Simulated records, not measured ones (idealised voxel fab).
The following is a process module called voxel self aligned vias.
Square cells of 5 nm make up the cross-section cut, whose width is 295 nm.
If you're reading a cross-section in this doc, picture square cells in a grid; it comes to you as bands, top ones listed first down to the bottom, and a band can be one or more rows of cells.
Look at the band entry: it leads with the top's height and the bottom's height in nm. Then it lists the materials left to right, with a width in nm for each. The word "throughout" on a single material says that material fills the band edge to edge. The word "air" is empty space.
Heights are reckoned from 0. Under this level, the received wafer is all of one material. The bottommost band is open-ended downward, for example "z 0 and below".
Per-row width for "30 to 40": begins at first number (top row of band), ends at second number (bottom row), increment between rows held constant.
"stayed the same", as given for a step, is the statement that not any cell of the cross-section underwent a change during that step.
"Listed closed voids": empty spaces of 8 cells or more with no open way to the top, each given as width x height at distance, distance from the left edge, all in nm.
Read whatever lies past the settings on a step's line as the simulator's own remark about the step.
When a step includes a mask, the "overlay nm" setting on its line states how far to the right of its planned place that mask lay, and negative values state how far to the left.
## Listed below are the process steps as planned
1,RECEIVE [material Si]
2,CONFORMAL_DEP [material SiO2] [thk nm 10]
3,CONFORMAL_DEP [material SiCN] [thk nm 5]
4,DIRECTIONAL_DEP [material SiO2] [thk nm 20]
5,MASKED_ETCH [tone open] [mask id LINES] [width nm 25] [pitch nm 55] [etch materials SiO2] [depth nm 20] [overlay nm 0]
6,CONFORMAL_DEP [material TiN] [thk nm 5]
7,FILL_DEP [material Ru] [thk nm 5]
8,CMP [height nm 35]
9,SELECTIVE_ETCH [etch materials W Ru TiN] [depth nm 5]
10,FILL_DEP [material SiN] [thk nm 10]
11,CMP [height nm 35]
12,DIRECTIONAL_DEP [material SiO2] [thk nm 15]
13,DIRECTIONAL_DEP [material aC] [thk nm 15]
14,PATTERN [tone open] [mask id VIAS] [material resist] [width nm 35] [pitch nm 55] [thk nm 35] [overlay nm 0]
15,DIRECTIONAL_ETCH [etch materials aC] [depth nm 15]
16,STRIP [etch materials resist]
17,DIRECTIONAL_ETCH [etch materials SiO2] [depth nm 15]
18,DIRECTIONAL_ETCH [etch materials SiN] [depth nm 5]
19,STRIP [etch materials aC]
20,CONFORMAL_DEP [material TiN] [thk nm 5]
21,FILL_DEP [material Ru] [thk nm 10]
22,CMP [height nm 50]
23,CONFORMAL_DEP [material SiN] [thk nm 5]
## as received, after step 1
	z 0 and below: Si throughout
	Listed closed voids: none
## Here's the cross-section of the first of our two wafers at the end of the module - it ran as planned
	z 55 to 50: SiN throughout
	z 50 to 40: SiO2 (100); TiN (5); Ru (25); TiN (5); SiO2 (20); TiN (5); Ru (25); TiN (5); SiO2 (105)
	z 40 to 35: SiO2 (100); TiN (10); Ru (15); TiN (10); SiO2 (20); TiN (10); Ru (15); TiN (10); SiO2 (105)
	z 35 to 30: SiO2 (105); TiN (25); SiO2 (30); TiN (25); SiO2 (110)
	z 30 to 20: SiO2 (105); TiN (5); Ru (15); TiN (5); SiO2 (30); TiN (5); Ru (15); TiN (5); SiO2 (110)
	z 20 to 15: SiO2 (105); TiN (25); SiO2 (30); TiN (25); SiO2 (110)
	z 15 to 10: SiCN throughout
	z 10 to 0: SiO2 throughout
	z 0 and below: Si throughout
	Listed closed voids: none
## Second of two wafers, module complete, sectioned: it shares the first wafer's start and plan but was run with one mistake
	z 55 to 50: SiN throughout
	z 50 to 35: SiO2 (105); TiN (5); Ru (15); TiN (5); SiO2 (30); TiN (5); Ru (15); TiN (5); SiO2 (110)
	z 35 to 30: SiO2 (105); TiN (25); SiO2 (30); TiN (25); SiO2 (110)
	z 30 to 20: SiO2 (105); TiN (5); Ru (15); TiN (5); SiO2 (30); TiN (5); Ru (15); TiN (5); SiO2 (110)
	z 20 to 15: SiO2 (105); TiN (25); SiO2 (30); TiN (25); SiO2 (110)
	z 15 to 10: SiCN throughout
	z 10 to 0: SiO2 throughout
	z 0 and below: Si throughout
	Listed closed voids: none
In executing the process, a mistake was made relative to the plan: in deviation from the planned setting, step 14 was conducted as PATTERN [tone open] [mask id VIAS] [material resist] [width nm 25] [pitch nm 55] [thk nm 35] [overlay nm 0]
Count the cells at the end and the second wafer has more or fewer of some materials than the first: Ru: 8 fewer, SiO2: 12 more, TiN: 4 fewer
